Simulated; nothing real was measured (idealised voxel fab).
Process module in this document: voxel gate over fins
In the cross-section labelled cut, the width is 290 nm and each square cell is 5 nm.
Cross-section = grid of square cells, listed top down in bands; band = one or more rows.
This entry defines a band. It first specifies the height of the band's top and the height of its bottom in nm, and then specifies the band's materials from left to right, stating each material with its width in nm. The word "all across" identifies a single material that fills the band from edge to edge, while the word "blank" identifies empty space.
Measure heights from 0. That's the level where, below it, the as-received wafer is all one material. The lowest band is bottomless and extends downward; write it as in "0 down".
You'd read "30->40" like this: the band's top row of cells is as wide as the first number, its bottom row is as wide as the second, and going down, every row changes width by the same amount as the row before did.
What does "nothing changed" mean for a step? It means no cell of the cross-section changed in that step.
Each empty space that has no open way to the top and spans at least 8 cells appears under "Closed void roster" as width x height at distance, the distance counted from the left edge, all in nm.
On a step's line, text after the settings is the simulator commenting on that step.
overlay nm: mask right of planned place by this much (step with mask). Neg. = left.

Intended process steps
1) RECEIVE: material Si
2) CONFORMAL_DEP: material SiN, thk nm 5
3) PATTERN: tone cover, mask id FINS, material resist, width nm 15, pitch nm 40, thk nm 15, overlay nm 0
4) DIRECTIONAL_ETCH: etch materials SiN, depth nm 5
5) DIRECTIONAL_ETCH: etch materials Si, depth nm 35
6) STRIP: etch materials resist
7) OXIDIZE: depth nm 5
8) FILL_DEP: material SiO2, thk nm 5
9) CMP: height nm 5
10) SELECTIVE_ETCH: etch materials SiO2, depth nm 20
11) STRIP: etch materials SiN
12) CONFORMAL_DEP: material HfO2, thk nm 5
13) CONFORMAL_DEP: material TiN, thk nm 5
14) FILL_DEP: material W, thk nm 15
15) CMP: height nm 20
16) CONFORMAL_DEP: material SiN, thk nm 10

Cross-section of the wafer upon arrival, representing the state reached after step 1
    0 down | Si all across
    Closed void roster: none

The following cross-section depicts the wafer upon conclusion of the module. Processing commenced from the starting condition illustrated above and adhered to the plan illustrated above, save for one mistake in execution
    30 to 20 | SiN all across
    20 to 10 | W all across
    10 to 5 | W 75 nm, then TiN 25 nm, then W 15 nm, then TiN 25 nm, then W 15 nm, then TiN 25 nm, then W 15 nm, then TiN 25 nm, then W 70 nm
    5 to 0 | W 75 nm, then TiN 5 nm, then HfO2 15 nm, then TiN 5 nm, then W 15 nm, then TiN 5 nm, then HfO2 15 nm, then TiN 5 nm, then W 15 nm, then TiN 5 nm, then HfO2 15 nm, then TiN 5 nm, then W 15 nm, then TiN 5 nm, then HfO2 15 nm, then TiN 5 nm, then W 70 nm
    0 to -5 | W 75 nm, then TiN 5 nm, then HfO2 5 nm, then Si 5 nm, then HfO2 5 nm, then TiN 5 nm, then W 15 nm, then TiN 5 nm, then HfO2 5 nm, then Si 5 nm, then HfO2 5 nm, then TiN 5 nm, then W 15 nm, then TiN 5 nm, then HfO2 5 nm, then Si 5 nm, then HfO2 5 nm, then TiN 5 nm, then W 15 nm, then TiN 5 nm, then HfO2 5 nm, then Si 5 nm, then HfO2 5 nm, then TiN 5 nm, then W 70 nm
    -5 to -10 | TiN 80 nm, then HfO2 5 nm, then Si 5 nm, then HfO2 5 nm, then TiN 25 nm, then HfO2 5 nm, then Si 5 nm, then HfO2 5 nm, then TiN 25 nm, then HfO2 5 nm, then Si 5 nm, then HfO2 5 nm, then TiN 25 nm, then HfO2 5 nm, then Si 5 nm, then HfO2 5 nm, then TiN 75 nm
    -10 to -15 | HfO2 85 nm, then Si 5 nm, then HfO2 35 nm, then Si 5 nm, then HfO2 35 nm, then Si 5 nm, then HfO2 35 nm, then Si 5 nm, then HfO2 80 nm
    -15 to -40 | SiO2 85 nm, then Si 5 nm, then SiO2 35 nm, then Si 5 nm, then SiO2 35 nm, then Si 5 nm, then SiO2 35 nm, then Si 5 nm, then SiO2 80 nm
    -40 down | Si all across
    Closed void roster: none
Plan not followed: step 3 went in with a setting other than planned; the actual run was PATTERN: tone cover, mask id FINS, material resist, width nm 15, pitch nm 40, thk nm 15, overlay nm 5
